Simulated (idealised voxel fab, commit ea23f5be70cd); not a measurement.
Process module, titled voxel self aligned vias
300 nm wide, 5 nm square cells: that's cross-section cut.
Cross-section, as written here: a square-cell grid given band by band from the top down, where a band holds one or more rows of cells.
A band entry consists of two parts. The first gives the height of the band's top and the height of its bottom, in nm. The rest lists the band's materials from left to right, each with its width in nm. A single material labelled with the word "everywhere" fills the band from edge to edge, and the word "blank" marks empty space.
Heights from 0 (as-received wafer is one material below). Bottom band endless downward, as "top 0, no bottom".
You'd read "30 to 40" like this: the band's top row of cells is as wide as the first number, its bottom row is as wide as the second, and going down, every row changes width by the same amount as the row before did.
The designation "nothing altered", where it is given for a processing step, indicates that no cell of the cross-section was altered in the course of that step.
Closed void inventory: empty space of 8 cells or more with no open way to the top, each as width x height at its distance from the left edge, in nm
Post-settings text on a step line: simulator's own remark regarding the step.
overlay nm, on a step with a mask: how far to the right of its planned place the mask lay; to the left if negative
Listed below are the process steps as planned
| 1 | RECEIVE (material Si) |
| 2 | CONFORMAL_DEP (material SiO2; thk nm 10) |
| 3 | CONFORMAL_DEP (material SiCN; thk nm 5) |
| 4 | DIRECTIONAL_DEP (material lowk; thk nm 25) |
| 5 | PATTERN (tone open; mask id LINES; material resist; width nm 25; pitch nm 50; thk nm 20; overlay nm 0) |
| 6 | DIRECTIONAL_ETCH (etch materials lowk; depth nm 25) |
| 7 | STRIP (etch materials resist) |
| 8 | CONFORMAL_DEP (material TiN; thk nm 5) |
| 9 | FILL_DEP (material W; thk nm 5) |
| 10 | CMP (height nm 40) |
| 11 | SELECTIVE_ETCH (etch materials W Ru TiN; depth nm 5) |
| 12 | FILL_DEP (material SiN; thk nm 10) |
| 13 | CMP (height nm 40) |
| 14 | DIRECTIONAL_DEP (material lowk; thk nm 15) |
| 15 | MASKED_ETCH (tone open; mask id VIAS; width nm 35; pitch nm 50; etch materials lowk; depth nm 15; overlay nm 0) |
| 16 | MASKED_ETCH (tone open; mask id VIAS; width nm 35; pitch nm 50; etch materials SiN; depth nm 5; overlay nm 0) |
| 17 | CONFORMAL_DEP (material TiN; thk nm 5) |
| 18 | FILL_DEP (material Cu; thk nm 10) |
| 19 | CMP (height nm 55) |
| 20 | CONFORMAL_DEP (material SiN; thk nm 5) |
First wafer, two in total, run as planned
Wafer as received: cross-section following step 1
* top 0, no bottom = Si everywhere
* Closed void inventory: none
Wafer xsec, post step 2
* top 10, bottom 0 = SiO2 everywhere
* Whatever lies below 0 is exactly as it was before.
Wafer xsec, post step 3
* top 15, bottom 10 = SiCN everywhere
* Whatever lies below 10 is exactly as it was before.
Wafer xsec, post step 4
* top 40, bottom 15 = lowk everywhere
* Whatever lies below 15 is exactly as it was before.
Wafer xsec, post step 5
* top 60, bottom 40 = 110 nm resist / 25 nm blank / 25 nm resist / 25 nm blank / 115 nm resist
* Whatever lies below 40 is exactly as it was before.
Wafer xsec, post step 6
* top 60, bottom 40 = 110 nm resist / 25 nm blank / 25 nm resist / 25 nm blank / 115 nm resist
* top 40, bottom 15 = 110 nm lowk / 25 nm blank / 25 nm lowk / 25 nm blank / 115 nm lowk
* Whatever lies below 15 is exactly as it was before.
Wafer xsec, post step 7
* top 40, bottom 15 = 110 nm lowk / 25 nm blank / 25 nm lowk / 25 nm blank / 115 nm lowk
* Whatever lies below 15 is exactly as it was before.
Wafer xsec, post step 8
* top 45, bottom 40 = 115 nm TiN / 15 nm blank / 35 nm TiN / 15 nm blank / 120 nm TiN
* top 40, bottom 20 = 110 nm lowk / 5 nm TiN / 15 nm blank / 5 nm TiN / 25 nm lowk / 5 nm TiN / 15 nm blank / 5 nm TiN / 115 nm lowk
* top 20, bottom 15 = 110 nm lowk / 25 nm TiN / 25 nm lowk / 25 nm TiN / 115 nm lowk
* Whatever lies below 15 is exactly as it was before.
Wafer xsec, post step 9
* top 50, bottom 45 = W everywhere
* top 45, bottom 40 = 115 nm TiN / 15 nm W / 35 nm TiN / 15 nm W / 120 nm TiN
* top 40, bottom 20 = 110 nm lowk / 5 nm TiN / 15 nm W / 5 nm TiN / 25 nm lowk / 5 nm TiN / 15 nm W / 5 nm TiN / 115 nm lowk
* Whatever lies below 20 is exactly as it was before.
Wafer xsec, post step 10
* top 40, bottom 20 = 110 nm lowk / 5 nm TiN / 15 nm W / 5 nm TiN / 25 nm lowk / 5 nm TiN / 15 nm W / 5 nm TiN / 115 nm lowk
* Whatever lies below 20 is exactly as it was before.
Wafer xsec, post step 11
* top 40, bottom 35 = 110 nm lowk / 25 nm blank / 25 nm lowk / 25 nm blank / 115 nm lowk
* Whatever lies below 35 is exactly as it was before.
Wafer xsec, post step 12
* top 50, bottom 40 = SiN everywhere
* top 40, bottom 35 = 110 nm lowk / 25 nm SiN / 25 nm lowk / 25 nm SiN / 115 nm lowk
* Whatever lies below 35 is exactly as it was before.
Wafer xsec, post step 13
* top 40, bottom 35 = 110 nm lowk / 25 nm SiN / 25 nm lowk / 25 nm SiN / 115 nm lowk
* Whatever lies below 35 is exactly as it was before.
Wafer xsec, post step 14
* top 55, bottom 40 = lowk everywhere
* Whatever lies below 40 is exactly as it was before.
Wafer xsec, post step 15
* top 55, bottom 40 = 105 nm lowk / 35 nm blank / 15 nm lowk / 35 nm blank / 110 nm lowk
* Whatever lies below 40 is exactly as it was before.
Wafer xsec, post step 16
* top 55, bottom 40 = 105 nm lowk / 35 nm blank / 15 nm lowk / 35 nm blank / 110 nm lowk
* top 40, bottom 35 = 110 nm lowk / 25 nm blank / 25 nm lowk / 25 nm blank / 115 nm lowk
* Whatever lies below 35 is exactly as it was before.
Wafer xsec, post step 17
* top 60, bottom 55 = 110 nm TiN / 25 nm blank / 25 nm TiN / 25 nm blank / 115 nm TiN
* top 55, bottom 45 = 105 nm lowk / 5 nm TiN / 25 nm blank / 5 nm TiN / 15 nm lowk / 5 nm TiN / 25 nm blank / 5 nm TiN / 110 nm lowk
* top 45, bottom 40 = 105 nm lowk / 10 nm TiN / 15 nm blank / 10 nm TiN / 15 nm lowk / 10 nm TiN / 15 nm blank / 10 nm TiN / 110 nm lowk
* top 40, bottom 35 = 110 nm lowk / 25 nm TiN / 25 nm lowk / 25 nm TiN / 115 nm lowk
* Whatever lies below 35 is exactly as it was before.
Wafer xsec, post step 18
* top 70, bottom 60 = Cu everywhere
* top 60, bottom 55 = 110 nm TiN / 25 nm Cu / 25 nm TiN / 25 nm Cu / 115 nm TiN
* top 55, bottom 45 = 105 nm lowk / 5 nm TiN / 25 nm Cu / 5 nm TiN / 15 nm lowk / 5 nm TiN / 25 nm Cu / 5 nm TiN / 110 nm lowk
* top 45, bottom 40 = 105 nm lowk / 10 nm TiN / 15 nm Cu / 10 nm TiN / 15 nm lowk / 10 nm TiN / 15 nm Cu / 10 nm TiN / 110 nm lowk
* Whatever lies below 40 is exactly as it was before.
Wafer xsec, post step 19
* top 55, bottom 45 = 105 nm lowk / 5 nm TiN / 25 nm Cu / 5 nm TiN / 15 nm lowk / 5 nm TiN / 25 nm Cu / 5 nm TiN / 110 nm lowk
* Whatever lies below 45 is exactly as it was before.
Wafer xsec, post step 20
* top 60, bottom 55 = SiN everywhere
* Whatever lies below 55 is exactly as it was before.
The second wafer was prepared from the same starting point and under the same plan as the first; its processing contained one mistake, and it remains indistinguishable from the first wafer up to and including step 13
At the planned end of step 14, the second wafer in cross-section
* top 55, bottom 40 = SiCN everywhere
* Whatever lies below 40 is exactly as it was before.
At the planned end of step 15, the second wafer in cross-section: nothing altered
At the planned end of step 16, the second wafer in cross-section: nothing altered
At the planned end of step 17, the second wafer in cross-section
* top 60, bottom 55 = TiN everywhere
* Whatever lies below 55 is exactly as it was before.
At the planned end of step 18, the second wafer in cross-section
* top 70, bottom 60 = Cu everywhere
* Whatever lies below 60 is exactly as it was before.
At the planned end of step 19, the second wafer in cross-section
* top 55, bottom 40 = SiCN everywhere
* Whatever lies below 40 is exactly as it was before.
At the planned end of step 20, the second wafer in cross-section
* top 60, bottom 55 = SiN everywhere
* Whatever lies below 55 is exactly as it was before.
Finding, execution versus plan: step 14 ran differently from the plan; actual operation with settings: DIRECTIONAL_DEP (material SiCN; thk nm 15)
End of process, cell counts, second wafer against first, materials with more or fewer: Cu -26; SiCN +180; SiN +10; TiN -26; lowk -138
